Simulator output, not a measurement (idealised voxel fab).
Module name: voxel capacitor over wiring (process module)
Each square cell in cross-section cut measures 5 nm, and the section as a whole is 240 nm wide.
Cross-section format: a grid of square cells, given as bands from top to bottom; each band is one or more rows of cells.
The band entry comprises the height of the band's top followed by the height of its bottom, expressed in nm, and subsequently the band's materials from left to right, each stated together with its width in nm. Where a single material is marked with the word "everywhere", that material fills the band from edge to edge. The word "blank" represents empty space.
Basically, 0 is our baseline, since under it the wafer straight out of the box is all one material. The bottom band has no lower end and keeps on going down, so it looks like "0 -> down".
The notation "30..40" denotes a width that varies across the rows of cells in the band, beginning at the first number in the top row, finishing at the second number in the bottom row, and changing by an identical amount from each row to the next.
When a step is marked "nothing altered", none of the cells in the cross-section changed during that step.
Closed empty spaces (no open way to the top) of 8 cells or more are what "Sealed void listing" lists, each as width x height at distance from the left edge, nm for all three.
Heads up: the bit after the settings on a step's line is the simulator's remark on that step.
For masked steps, "overlay nm" on the step line gives how far right of plan the mask actually lay; a minus sign means it lay to the left.
HERE'S WHAT THE PLANNED PROCESS STEPS LOOK LIKE
1: RECEIVE | material Si
2: CONFORMAL_DEP | material SiO2 | thk nm 10
3: CONFORMAL_DEP | material SiCN | thk nm 5
4: DIRECTIONAL_DEP | material SiO2 | thk nm 15
5: DIRECTIONAL_DEP | material aC | thk nm 10
6: PATTERN | tone open | mask id METAL_1 | material resist | width nm 20 | pitch nm 80 | thk nm 30 | overlay nm 0
7: DIRECTIONAL_ETCH | etch materials aC | depth nm 10
8: STRIP | etch materials resist
9: DIRECTIONAL_ETCH | etch materials SiO2 | depth nm 15
10: DIRECTIONAL_ETCH | etch materials SiCN | depth nm 5
11: STRIP | etch materials aC
12: CONFORMAL_DEP | material TiN | thk nm 5
13: FILL_DEP | material W | thk nm 10
14: CMP | height nm 30
15: EPI | material Ru | thk nm 5
16: FILL_DEP | material SiCN | thk nm 5
17: DIRECTIONAL_DEP | material lowk | thk nm 15
18: MASKED_ETCH | tone open | mask id PLUG_1 | width nm 15 | etch materials lowk | depth nm 15 | overlay nm 0
19: MASKED_ETCH | tone open | mask id PLUG_1 | width nm 15 | etch materials SiCN | depth nm 5 | overlay nm 0
20: CONFORMAL_DEP | material TiN | thk nm 5
21: FILL_DEP | material Ru | thk nm 5
22: CMP | height nm 55
23: DIRECTIONAL_DEP | material TiN | thk nm 5
24: DIRECTIONAL_DEP | material SiN | thk nm 5
25: DIRECTIONAL_DEP | material TiN | thk nm 5
26: MASKED_ETCH | tone cover | mask id UPPER_PLATE | width nm 65 | etch materials TiN | depth nm 5 | overlay nm 0
27: MASKED_ETCH | tone cover | mask id UPPER_PLATE | width nm 65 | etch materials SiN | depth nm 5 | overlay nm 0
28: DIRECTIONAL_DEP | material aC | thk nm 15
29: PATTERN | tone cover | mask id LOWER_PLATE | material resist | width nm 75 | thk nm 30 | overlay nm 0
30: DIRECTIONAL_ETCH | etch materials aC | depth nm 15
31: STRIP | etch materials resist
32: DIRECTIONAL_ETCH | etch materials TiN | depth nm 5
33: STRIP | etch materials aC
34: FILL_DEP | material SiO2 | thk nm 20
35: CMP | height nm 85
36: PATTERN | tone open | mask id PLUG_2 | material resist | width nm 15 | thk nm 15 | overlay nm 0
37: DIRECTIONAL_ETCH | etch materials SiO2 | depth nm 15
38: STRIP | etch materials resist
39: CONFORMAL_DEP | material TiN | thk nm 5
40: FILL_DEP | material Cu | thk nm 10
41: CMP | height nm 85
42: CONFORMAL_DEP | material SiCN | thk nm 5
STEP 1 COMPLETE: CROSS-SECTION OF THE WAFER AS RECEIVED
> 0 -> down  Si everywhere
> Sealed void listing: none
RUN AS PLANNED - FIRST OF THE TWO WAFERS CROSS-SECTIONED AT THE END OF THE MODULE
> 90 -> 85  SiCN everywhere
> 85 -> 75  SiO2: 85, TiN: 5, Cu: 5, TiN: 5, SiO2: 140
> 75 -> 65  SiO2: 85..75, TiN: 15..65, SiO2: 140..100
> 65 -> 60  SiO2: 75, SiN: 65, SiO2: 100
> 60 -> 55  SiO2: 70, TiN: 75, SiO2: 95
> 55 -> 40  lowk: 75, TiN: 5, Ru: 5, TiN: 5, lowk: 150
> 40 -> 35  SiCN: 75, TiN: 15, SiCN: 150
> 35 -> 30  SiCN: 65, Ru: 30, SiCN: 50, Ru: 30, SiCN: 65
> 30 -> 15  SiO2: 70, TiN: 5, W: 10, TiN: 5, SiO2: 60, TiN: 5, W: 10, TiN: 5, SiO2: 70
> 15 -> 10  SiCN: 70, TiN: 20, SiCN: 60, TiN: 20, SiCN: 70
> 10 -> 0  SiO2 everywhere
> 0 -> down  Si everywhere
> Sealed void listing: none
THE SECOND WAFER, SHOWN IN CROSS-SECTION AFTER THE MODULE: STARTED THE SAME WAY AS THE FIRST AND GIVEN THE SAME PLAN, YET ONE MISTAKE CREPT INTO HOW IT WAS RUN
> 90 -> 85  SiCN everywhere
> 85 -> 75  Cu: 80, TiN: 5, SiO2: 15, TiN: 5, Cu: 135
> 75 -> 70  TiN: 85, SiO2: 15, TiN: 140
> 70 -> 65  SiO2: 75, TiN: 65, SiO2: 100
> 65 -> 60  SiO2: 75, SiN: 65, SiO2: 100
> 60 -> 55  SiO2: 70, TiN: 75, SiO2: 95
> 55 -> 40  lowk: 75, TiN: 5, Ru: 5, TiN: 5, lowk: 150
> 40 -> 35  SiCN: 75, TiN: 15, SiCN: 150
> 35 -> 30  SiCN: 65, Ru: 30, SiCN: 50, Ru: 30, SiCN: 65
> 30 -> 15  SiO2: 70, TiN: 5, W: 10, TiN: 5, SiO2: 60, TiN: 5, W: 10, TiN: 5, SiO2: 70
> 15 -> 10  SiCN: 70, TiN: 20, SiCN: 60, TiN: 20, SiCN: 70
> 10 -> 0  SiO2 everywhere
> 0 -> down  Si everywhere
> Sealed void listing: none
The plan and the run diverged here: step 36 was not run as planned; what actually ran was PATTERN | tone cover | mask id PLUG_2 | material resist | width nm 15 | thk nm 15 | overlay nm 0
End check, counted in cells, second wafer has more or fewer of these materials than the first: Cu: 84 more, SiO2: 126 fewer, TiN: 42 more
